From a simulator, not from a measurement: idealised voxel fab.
Process module name: voxel ribs on slabs
FYI the section here is cut, 280 nm wide, cells are 5 nm squares.
A cross-section is written here as square cells arranged in a grid, and it is given in bands from the top down, each band taking up one or more rows of cells.
Top, bottom (nm), then materials left to right with widths (nm); lone material tagged "all across" fills the whole band edge to edge; "air" = empty space.
Ref level 0: as-received wafer is one material below here. Bottom band extends down with no lower bound ("0 down").
Top row gets the first number, bottom row gets the second, and each row in between changes by the same step: that is how a band width like "30->40" works.
"no modifications" for a step: no cell of the cross-section changed in that step.
So "Sealed internal cavities" is basically the list of trapped voids: any empty space of 8 cells or more that can't reach the top through an opening. They're written width x height at distance, the distance being from the left edge, and it's all nm.
The remark found on a step's line after its settings is issued by the simulator itself and pertains to that step.
"overlay nm" on a masked step: distance the mask lay right of its planned place, negative for left.
**Steps in the process plan**
step 1: RECEIVE: material Si
step 2: DIRECTIONAL_DEP: material SiO2, thk nm 25
step 3: DIRECTIONAL_DEP: material polySi, thk nm 25
step 4: MASKED_ETCH: tone cover, mask id RIB, width nm 25, etch materials polySi, depth nm 10, overlay nm 0
step 5: DIRECTIONAL_DEP: material aC, thk nm 15
step 6: PATTERN: tone cover, mask id SLAB, material resist, width nm 55, thk nm 35, overlay nm 0
step 7: DIRECTIONAL_ETCH: etch materials aC, depth nm 15
step 8: STRIP: etch materials resist
step 9: DIRECTIONAL_ETCH: etch materials polySi, depth nm 15
step 10: STRIP: etch materials aC
step 11: FILL_DEP: material SiO2, thk nm 15
step 12: CMP: height nm 60
step 13: DIRECTIONAL_DEP: material TiN, thk nm 10
step 14: MASKED_ETCH: tone cover, mask id HEATER, width nm 35, etch materials TiN, depth nm 10, overlay nm 0
step 15: CONFORMAL_DEP: material SiN, thk nm 5
**Received-state cross-section, reflecting completion of step 1**
* 0 down | Si all across
* Sealed internal cavities: none
**End-of-module XS, first of two wafers, run as planned**
* 75 to 70 | air=115, then SiN=45, then air=120
* 70 to 65 | air=115, then SiN=5, then TiN=35, then SiN=5, then air=120
* 65 to 60 | SiN=120, then TiN=35, then SiN=125
* 60 to 50 | SiO2 all across
* 50 to 40 | SiO2=125, then polySi=25, then SiO2=130
* 40 to 25 | SiO2=110, then polySi=55, then SiO2=115
* 25 to 0 | SiO2 all across
* 0 down | Si all across
* Sealed internal cavities: none
**Cross-section, second wafer: same start as the first, same plan as the first, one mistake in running it; taken at the end of the module**
* 75 to 70 | air=115, then SiN=45, then air=120
* 70 to 65 | air=115, then SiN=5, then TiN=35, then SiN=5, then air=120
* 65 to 60 | SiN=120, then TiN=35, then SiN=125
* 60 to 25 | SiO2 all across
* 25 to 0 | polySi all across
* 0 down | Si all across
* Sealed internal cavities: none
Here's what went sideways: the executed order of steps 2 and 3 is the reverse of that specified in the plan, each step having taken the other's position
In the final state, the cell counts of the second wafer exceed or fall short of those of the first for the following materials: SiO2 -237 | polySi +237
